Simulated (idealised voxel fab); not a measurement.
The name of this process module is voxel gate over fins.
Shown is cross-section cut, with a width of 170 nm and square cells of size 5 nm.
When this document writes out a cross-section, it uses a grid of square cells and lists it as bands, beginning at the top and moving down, with a band standing for one or more rows of cells.
Within each band entry, the heights of the top and of the bottom of the band appear first, in that order and in nm; the materials of the band then follow from left to right, each with its corresponding width in nm. The designation "everywhere" on a single material indicates that it fills the band from edge to edge; the designation "empty" indicates empty space.
Height is counted from the level 0, under which the received wafer is composed throughout of one material. The lowest of the bands is not closed at the bottom but continues downward, in the notation "0 nm and below".
The two numbers in a width such as "30..40" mark its ends across the band: the first belongs to the top row of cells, the second to the bottom row, and from each row to the next the width moves by the same amount.
"nothing changed" (step): cross-section cells unchanged, all of them.
"Closed empty spaces" enumerates empty spaces isolated from the top, with no open way to it, that contain at least 8 cells, giving each as width x height at distance from the left edge, all three in nm.
Anything after a step's settings on that line? It's the simulator's own note about the step.
When a step includes a mask, the "overlay nm" setting on its line states how far to the right of its planned place that mask lay, and negative values state how far to the left.

[Set out below are the planned steps of the process]
- 1: RECEIVE [material Si]
- 2: CONFORMAL_DEP [material SiN] [thk nm 5]
- 3: DIRECTIONAL_DEP [material aC] [thk nm 10]
- 4: PATTERN [tone cover] [mask id FINS] [material resist] [width nm 15] [pitch nm 60] [thk nm 25] [overlay nm 0]
- 5: DIRECTIONAL_ETCH [etch materials aC] [depth nm 10]
- 6: STRIP [etch materials resist]
- 7: DIRECTIONAL_ETCH [etch materials SiN] [depth nm 5]
- 8: DIRECTIONAL_ETCH [etch materials Si] [depth nm 30]
- 9: STRIP [etch materials aC]
- 10: OXIDIZE [depth nm 5]
- 11: FILL_DEP [material SiO2] [thk nm 5]
- 12: CMP [height nm 5]
- 13: DIRECTIONAL_DEP [material aC] [thk nm 15]
- 14: PATTERN [tone open] [mask id RAIL] [material resist] [width nm 15] [thk nm 30] [overlay nm 0]
- 15: DIRECTIONAL_ETCH [etch materials aC] [depth nm 15]
- 16: STRIP [etch materials resist]
- 17: DIRECTIONAL_ETCH [etch materials SiO2] [depth nm 30]
- 18: STRIP [etch materials aC]
- 19: CONFORMAL_DEP [material TiN] [thk nm 5]
- 20: FILL_DEP [material W] [thk nm 10]
- 21: CMP [height nm 5]
- 22: SELECTIVE_ETCH [etch materials W Ru TiN] [depth nm 25]
- 23: FILL_DEP [material SiO2] [thk nm 5]
- 24: CMP [height nm 5]
- 25: SELECTIVE_ETCH [etch materials SiO2] [depth nm 20]
- 26: STRIP [etch materials SiN]
- 27: CONFORMAL_DEP [material HfO2] [thk nm 5]
- 28: CONFORMAL_DEP [material TiN] [thk nm 5]
- 29: FILL_DEP [material W] [thk nm 10]
- 30: CMP [height nm 15]
- 31: CONFORMAL_DEP [material SiCN] [thk nm 10]

[Run as planned: first of two wafers]

[Wafer cross-section on receipt, i.e. after step 1]
  0 nm and below = Si everywhere
  Closed empty spaces: none

[after step 2]
  5 nm to 0 nm = SiN everywhere
  Nothing below the height 0 has changed.

[after step 3]
  15 nm to 5 nm = aC everywhere
  Nothing below the height 5 has changed.

[after step 4]
  40 nm to 15 nm = empty: 15, then resist: 15, then empty: 45, then resist: 15, then empty: 45, then resist: 15, then empty: 20
  Nothing below the height 15 has changed.

[after step 5]
  30 nm to 15 nm = empty: 15, then resist: 15, then empty: 45, then resist: 15, then empty: 45, then resist: 15, then empty: 20
  15 nm to 5 nm = empty: 15, then aC: 15, then empty: 45, then aC: 15, then empty: 45, then aC: 15, then empty: 20
  Nothing below the height 5 has changed.

[after step 6]
  15 nm to 5 nm = empty: 15, then aC: 15, then empty: 45, then aC: 15, then empty: 45, then aC: 15, then empty: 20
  Nothing below the height 5 has changed.

[after step 7]
  15 nm to 5 nm = empty: 15, then aC: 15, then empty: 45, then aC: 15, then empty: 45, then aC: 15, then empty: 20
  5 nm to 0 nm = empty: 15, then SiN: 15, then empty: 45, then SiN: 15, then empty: 45, then SiN: 15, then empty: 20
  Nothing below the height 0 has changed.

[after step 8]
  15 nm to 5 nm = empty: 15, then aC: 15, then empty: 45, then aC: 15, then empty: 45, then aC: 15, then empty: 20
  5 nm to 0 nm = empty: 15, then SiN: 15, then empty: 45, then SiN: 15, then empty: 45, then SiN: 15, then empty: 20
  0 nm to -30 nm = empty: 15, then Si: 15, then empty: 45, then Si: 15, then empty: 45, then Si: 15, then empty: 20
  Nothing below the height -30 has changed.

[after step 9]
  5 nm to 0 nm = empty: 15, then SiN: 15, then empty: 45, then SiN: 15, then empty: 45, then SiN: 15, then empty: 20
  Nothing below the height 0 has changed.

[after step 10]
  5 nm to 0 nm = empty: 15, then SiN: 15, then empty: 45, then SiN: 15, then empty: 45, then SiN: 15, then empty: 20
  0 nm to -30 nm = empty: 15, then SiO2: 5, then Si: 5, then SiO2: 5, then empty: 45, then SiO2: 5, then Si: 5, then SiO2: 5, then empty: 45, then SiO2: 5, then Si: 5, then SiO2: 5, then empty: 20
  -30 nm to -35 nm = SiO2: 20, then Si: 5, then SiO2: 55, then Si: 5, then SiO2: 55, then Si: 5, then SiO2: 25
  Nothing below the height -35 has changed.

[after step 11]
  10 nm to 5 nm = SiO2 everywhere
  5 nm to 0 nm = SiO2: 15, then SiN: 15, then SiO2: 45, then SiN: 15, then SiO2: 45, then SiN: 15, then SiO2: 20
  0 nm to -35 nm = SiO2: 20, then Si: 5, then SiO2: 55, then Si: 5, then SiO2: 55, then Si: 5, then SiO2: 25
  Nothing below the height -35 has changed.

[after step 12]
  5 nm to 0 nm = SiO2: 15, then SiN: 15, then SiO2: 45, then SiN: 15, then SiO2: 45, then SiN: 15, then SiO2: 20
  Nothing below the height 0 has changed.

[after step 13]
  20 nm to 5 nm = aC everywhere
  Nothing below the height 5 has changed.

[after step 14]
  50 nm to 20 nm = resist: 45, then empty: 15, then resist: 110
  Nothing below the height 20 has changed.

[after step 15]
  35 nm to 20 nm = resist: 45, then empty: 15, then resist: 110
  20 nm to 5 nm = aC: 45, then empty: 15, then aC: 110
  Nothing below the height 5 has changed.

[after step 16]
  20 nm to 5 nm = aC: 45, then empty: 15, then aC: 110
  Nothing below the height 5 has changed.

[after step 17]
  20 nm to 5 nm = aC: 45, then empty: 15, then aC: 110
  5 nm to 0 nm = SiO2: 15, then SiN: 15, then SiO2: 15, then empty: 15, then SiO2: 15, then SiN: 15, then SiO2: 45, then SiN: 15, then SiO2: 20
  0 nm to -25 nm = SiO2: 20, then Si: 5, then SiO2: 20, then empty: 15, then SiO2: 20, then Si: 5, then SiO2: 55, then Si: 5, then SiO2: 25
  Nothing below the height -25 has changed.

[after step 18]
  5 nm to 0 nm = SiO2: 15, then SiN: 15, then SiO2: 15, then empty: 15, then SiO2: 15, then SiN: 15, then SiO2: 45, then SiN: 15, then SiO2: 20
  Nothing below the height 0 has changed.

[after step 19]
  10 nm to 5 nm = TiN: 50, then empty: 5, then TiN: 115
  5 nm to 0 nm = SiO2: 15, then SiN: 15, then SiO2: 15, then TiN: 5, then empty: 5, then TiN: 5, then SiO2: 15, then SiN: 15, then SiO2: 45, then SiN: 15, then SiO2: 20
  0 nm to -20 nm = SiO2: 20, then Si: 5, then SiO2: 20, then TiN: 5, then empty: 5, then TiN: 5, then SiO2: 20, then Si: 5, then SiO2: 55, then Si: 5, then SiO2: 25
  -20 nm to -25 nm = SiO2: 20, then Si: 5, then SiO2: 20, then TiN: 15, then SiO2: 20, then Si: 5, then SiO2: 55, then Si: 5, then SiO2: 25
  Nothing below the height -25 has changed.

[after step 20]
  20 nm to 10 nm = W everywhere
  10 nm to 5 nm = TiN: 50, then W: 5, then TiN: 115
  5 nm to 0 nm = SiO2: 15, then SiN: 15, then SiO2: 15, then TiN: 5, then W: 5, then TiN: 5, then SiO2: 15, then SiN: 15, then SiO2: 45, then SiN: 15, then SiO2: 20
  0 nm to -20 nm = SiO2: 20, then Si: 5, then SiO2: 20, then TiN: 5, then W: 5, then TiN: 5, then SiO2: 20, then Si: 5, then SiO2: 55, then Si: 5, then SiO2: 25
  Nothing below the height -20 has changed.

[after step 21]
  5 nm to 0 nm = SiO2: 15, then SiN: 15, then SiO2: 15, then TiN: 5, then W: 5, then TiN: 5, then SiO2: 15, then SiN: 15, then SiO2: 45, then SiN: 15, then SiO2: 20
  Nothing below the height 0 has changed.

[after step 22]
  5 nm to 0 nm = SiO2: 15, then SiN: 15, then SiO2: 15, then empty: 15, then SiO2: 15, then SiN: 15, then SiO2: 45, then SiN: 15, then SiO2: 20
  0 nm to -20 nm = SiO2: 20, then Si: 5, then SiO2: 20, then empty: 15, then SiO2: 20, then Si: 5, then SiO2: 55, then Si: 5, then SiO2: 25
  Nothing below the height -20 has changed.

[after step 23]
  10 nm to 5 nm = SiO2 everywhere
  5 nm to 0 nm = SiO2: 15, then SiN: 15, then SiO2: 45, then SiN: 15, then SiO2: 45, then SiN: 15, then SiO2: 20
  0 nm to -20 nm = SiO2: 20, then Si: 5, then SiO2: 55, then Si: 5, then SiO2: 55, then Si: 5, then SiO2: 25
  Nothing below the height -20 has changed.

[after step 24]
  5 nm to 0 nm = SiO2: 15, then SiN: 15, then SiO2: 45, then SiN: 15, then SiO2: 45, then SiN: 15, then SiO2: 20
  Nothing below the height 0 has changed.

[after step 25]
  5 nm to 0 nm = empty: 15, then SiN: 15, then empty: 45, then SiN: 15, then empty: 45, then SiN: 15, then empty: 20
  0 nm to -15 nm = empty: 20, then Si: 5, then empty: 55, then Si: 5, then empty: 55, then Si: 5, then empty: 25
  Nothing below the height -15 has changed.

[after step 26]
  0 nm to -15 nm = empty: 20, then Si: 5, then empty: 55, then Si: 5, then empty: 55, then Si: 5, then empty: 25
  Nothing below the height -15 has changed.

[after step 27]
  5 nm to 0 nm = empty: 15, then HfO2: 15, then empty: 45, then HfO2: 15, then empty: 45, then HfO2: 15, then empty: 20
  0 nm to -10 nm = empty: 15, then HfO2: 5, then Si: 5, then HfO2: 5, then empty: 45, then HfO2: 5, then Si: 5, then HfO2: 5, then empty: 45, then HfO2: 5, then Si: 5, then HfO2: 5, then empty: 20
  -10 nm to -15 nm = HfO2: 20, then Si: 5, then HfO2: 55, then Si: 5, then HfO2: 55, then Si: 5, then HfO2: 25
  Nothing below the height -15 has changed.

[after step 28]
  10 nm to 5 nm = empty: 10, then TiN: 25, then empty: 35, then TiN: 25, then empty: 35, then TiN: 25, then empty: 15
  5 nm to 0 nm = empty: 10, then TiN: 5, then HfO2: 15, then TiN: 5, then empty: 35, then TiN: 5, then HfO2: 15, then TiN: 5, then empty: 35, then TiN: 5, then HfO2: 15, then TiN: 5, then empty: 15
  0 nm to -5 nm = empty: 10, then TiN: 5, then HfO2: 5, then Si: 5, then HfO2: 5, then TiN: 5, then empty: 35, then TiN: 5, then HfO2: 5, then Si: 5, then HfO2: 5, then TiN: 5, then empty: 35, then TiN: 5, then HfO2: 5, then Si: 5, then HfO2: 5, then TiN: 5, then empty: 15
  -5 nm to -10 nm = TiN: 15, then HfO2: 5, then Si: 5, then HfO2: 5, then TiN: 45, then HfO2: 5, then Si: 5, then HfO2: 5, then TiN: 45, then HfO2: 5, then Si: 5, then HfO2: 5, then TiN: 20
  Nothing below the height -10 has changed.

[after step 29]
  20 nm to 10 nm = W everywhere
  10 nm to 5 nm = W: 10, then TiN: 25, then W: 35, then TiN: 25, then W: 35, then TiN: 25, then W: 15
  5 nm to 0 nm = W: 10, then TiN: 5, then HfO2: 15, then TiN: 5, then W: 35, then TiN: 5, then HfO2: 15, then TiN: 5, then W: 35, then TiN: 5, then HfO2: 15, then TiN: 5, then W: 15
  0 nm to -5 nm = W: 10, then TiN: 5, then HfO2: 5, then Si: 5, then HfO2: 5, then TiN: 5, then W: 35, then TiN: 5, then HfO2: 5, then Si: 5, then HfO2: 5, then TiN: 5, then W: 35, then TiN: 5, then HfO2: 5, then Si: 5, then HfO2: 5, then TiN: 5, then W: 15
  Nothing below the height -5 has changed.

[after step 30]
  15 nm to 10 nm = W everywhere
  Nothing below the height 10 has changed.

[after step 31]
  25 nm to 15 nm = SiCN everywhere
  Nothing below the height 15 has changed.

[The second wafer began exactly as the first did and followed the same plan, but one mistake was made while running it; through step 13 inclusive, the two wafers are identical]

[The second wafer in cross-section, at the planned close of step 14]
  50 nm to 20 nm = resist: 40, then empty: 25, then resist: 105
  Nothing below the height 20 has changed.

[The second wafer in cross-section, at the planned close of step 15]
  35 nm to 20 nm = resist: 40, then empty: 25, then resist: 105
  20 nm to 5 nm = aC: 40, then empty: 25, then aC: 105
  Nothing below the height 5 has changed.

[The second wafer in cross-section, at the planned close of step 16]
  20 nm to 5 nm = aC: 40, then empty: 25, then aC: 105
  Nothing below the height 5 has changed.

[The second wafer in cross-section, at the planned close of step 17]
  20 nm to 5 nm = aC: 40, then empty: 25, then aC: 105
  5 nm to 0 nm = SiO2: 15, then SiN: 15, then SiO2: 10, then empty: 25, then SiO2: 10, then SiN: 15, then SiO2: 45, then SiN: 15, then SiO2: 20
  0 nm to -25 nm = SiO2: 20, then Si: 5, then SiO2: 15, then empty: 25, then SiO2: 15, then Si: 5, then SiO2: 55, then Si: 5, then SiO2: 25
  Nothing below the height -25 has changed.

[The second wafer in cross-section, at the planned close of step 18]
  5 nm to 0 nm = SiO2: 15, then SiN: 15, then SiO2: 10, then empty: 25, then SiO2: 10, then SiN: 15, then SiO2: 45, then SiN: 15, then SiO2: 20
  Nothing below the height 0 has changed.

[The second wafer in cross-section, at the planned close of step 19]
  10 nm to 5 nm = TiN: 45, then empty: 15, then TiN: 110
  5 nm to 0 nm = SiO2: 15, then SiN: 15, then SiO2: 10, then TiN: 5, then empty: 15, then TiN: 5, then SiO2: 10, then SiN: 15, then SiO2: 45, then SiN: 15, then SiO2: 20
  0 nm to -20 nm = SiO2: 20, then Si: 5, then SiO2: 15, then TiN: 5, then empty: 15, then TiN: 5, then SiO2: 15, then Si: 5, then SiO2: 55, then Si: 5, then SiO2: 25
  -20 nm to -25 nm = SiO2: 20, then Si: 5, then SiO2: 15, then TiN: 25, then SiO2: 15, then Si: 5, then SiO2: 55, then Si: 5, then SiO2: 25
  Nothing below the height -25 has changed.

[The second wafer in cross-section, at the planned close of step 20]
  20 nm to 10 nm = W everywhere
  10 nm to 5 nm = TiN: 45, then W: 15, then TiN: 110
  5 nm to 0 nm = SiO2: 15, then SiN: 15, then SiO2: 10, then TiN: 5, then W: 15, then TiN: 5, then SiO2: 10, then SiN: 15, then SiO2: 45, then SiN: 15, then SiO2: 20
  0 nm to -20 nm = SiO2: 20, then Si: 5, then SiO2: 15, then TiN: 5, then W: 15, then TiN: 5, then SiO2: 15, then Si: 5, then SiO2: 55, then Si: 5, then SiO2: 25
  Nothing below the height -20 has changed.

[The second wafer in cross-section, at the planned close of step 21]
  5 nm to 0 nm = SiO2: 15, then SiN: 15, then SiO2: 10, then TiN: 5, then W: 15, then TiN: 5, then SiO2: 10, then SiN: 15, then SiO2: 45, then SiN: 15, then SiO2: 20
  Nothing below the height 0 has changed.

[The second wafer in cross-section, at the planned close of step 22]
  5 nm to 0 nm = SiO2: 15, then SiN: 15, then SiO2: 10, then empty: 25, then SiO2: 10, then SiN: 15, then SiO2: 45, then SiN: 15, then SiO2: 20
  0 nm to -20 nm = SiO2: 20, then Si: 5, then SiO2: 15, then empty: 25, then SiO2: 15, then Si: 5, then SiO2: 55, then Si: 5, then SiO2: 25
  Nothing below the height -20 has changed.

[The second wafer in cross-section, at the planned close of step 23]
  10 nm to 5 nm = SiO2 everywhere
  5 nm to 0 nm = SiO2: 15, then SiN: 15, then SiO2: 45, then SiN: 15, then SiO2: 45, then SiN: 15, then SiO2: 20
  0 nm to -20 nm = SiO2: 20, then Si: 5, then SiO2: 55, then Si: 5, then SiO2: 55, then Si: 5, then SiO2: 25
  Nothing below the height -20 has changed.

[The second wafer in cross-section, at the planned close of step 24]
  5 nm to 0 nm = SiO2: 15, then SiN: 15, then SiO2: 45, then SiN: 15, then SiO2: 45, then SiN: 15, then SiO2: 20
  Nothing below the height 0 has changed.

[The second wafer in cross-section, at the planned close of step 25]
  5 nm to 0 nm = empty: 15, then SiN: 15, then empty: 45, then SiN: 15, then empty: 45, then SiN: 15, then empty: 20
  0 nm to -15 nm = empty: 20, then Si: 5, then empty: 55, then Si: 5, then empty: 55, then Si: 5, then empty: 25
  Nothing below the height -15 has changed.

[The second wafer in cross-section, at the planned close of step 26]
  0 nm to -15 nm = empty: 20, then Si: 5, then empty: 55, then Si: 5, then empty: 55, then Si: 5, then empty: 25
  Nothing below the height -15 has changed.

[The second wafer in cross-section, at the planned close of step 27]
  5 nm to 0 nm = empty: 15, then HfO2: 15, then empty: 45, then HfO2: 15, then empty: 45, then HfO2: 15, then empty: 20
  0 nm to -10 nm = empty: 15, then HfO2: 5, then Si: 5, then HfO2: 5, then empty: 45, then HfO2: 5, then Si: 5, then HfO2: 5, then empty: 45, then HfO2: 5, then Si: 5, then HfO2: 5, then empty: 20
  -10 nm to -15 nm = HfO2: 20, then Si: 5, then HfO2: 55, then Si: 5, then HfO2: 55, then Si: 5, then HfO2: 25
  Nothing below the height -15 has changed.

[The second wafer in cross-section, at the planned close of step 28]
  10 nm to 5 nm = empty: 10, then TiN: 25, then empty: 35, then TiN: 25, then empty: 35, then TiN: 25, then empty: 15
  5 nm to 0 nm = empty: 10, then TiN: 5, then HfO2: 15, then TiN: 5, then empty: 35, then TiN: 5, then HfO2: 15, then TiN: 5, then empty: 35, then TiN: 5, then HfO2: 15, then TiN: 5, then empty: 15
  0 nm to -5 nm = empty: 10, then TiN: 5, then HfO2: 5, then Si: 5, then HfO2: 5, then TiN: 5, then empty: 35, then TiN: 5, then HfO2: 5, then Si: 5, then HfO2: 5, then TiN: 5, then empty: 35, then TiN: 5, then HfO2: 5, then Si: 5, then HfO2: 5, then TiN: 5, then empty: 15
  -5 nm to -10 nm = TiN: 15, then HfO2: 5, then Si: 5, then HfO2: 5, then TiN: 45, then HfO2: 5, then Si: 5, then HfO2: 5, then TiN: 45, then HfO2: 5, then Si: 5, then HfO2: 5, then TiN: 20
  Nothing below the height -10 has changed.

[The second wafer in cross-section, at the planned close of step 29]
  20 nm to 10 nm = W everywhere
  10 nm to 5 nm = W: 10, then TiN: 25, then W: 35, then TiN: 25, then W: 35, then TiN: 25, then W: 15
  5 nm to 0 nm = W: 10, then TiN: 5, then HfO2: 15, then TiN: 5, then W: 35, then TiN: 5, then HfO2: 15, then TiN: 5, then W: 35, then TiN: 5, then HfO2: 15, then TiN: 5, then W: 15
  0 nm to -5 nm = W: 10, then TiN: 5, then HfO2: 5, then Si: 5, then HfO2: 5, then TiN: 5, then W: 35, then TiN: 5, then HfO2: 5, then Si: 5, then HfO2: 5, then TiN: 5, then W: 35, then TiN: 5, then HfO2: 5, then Si: 5, then HfO2: 5, then TiN: 5, then W: 15
  Nothing below the height -5 has changed.

[The second wafer in cross-section, at the planned close of step 30]
  15 nm to 10 nm = W everywhere
  Nothing below the height 10 has changed.

[The second wafer in cross-section, at the planned close of step 31]
  25 nm to 15 nm = SiCN everywhere
  Nothing below the height 15 has changed.
Processing error: step 14 did not happen as planned, as run it was PATTERN [tone open] [mask id RAIL] [material resist] [width nm 25] [thk nm 30] [overlay nm 0]
End of process, cell counts, second wafer against first, materials with more or fewer: 2 fewer of SiO2 | 2 more of TiN
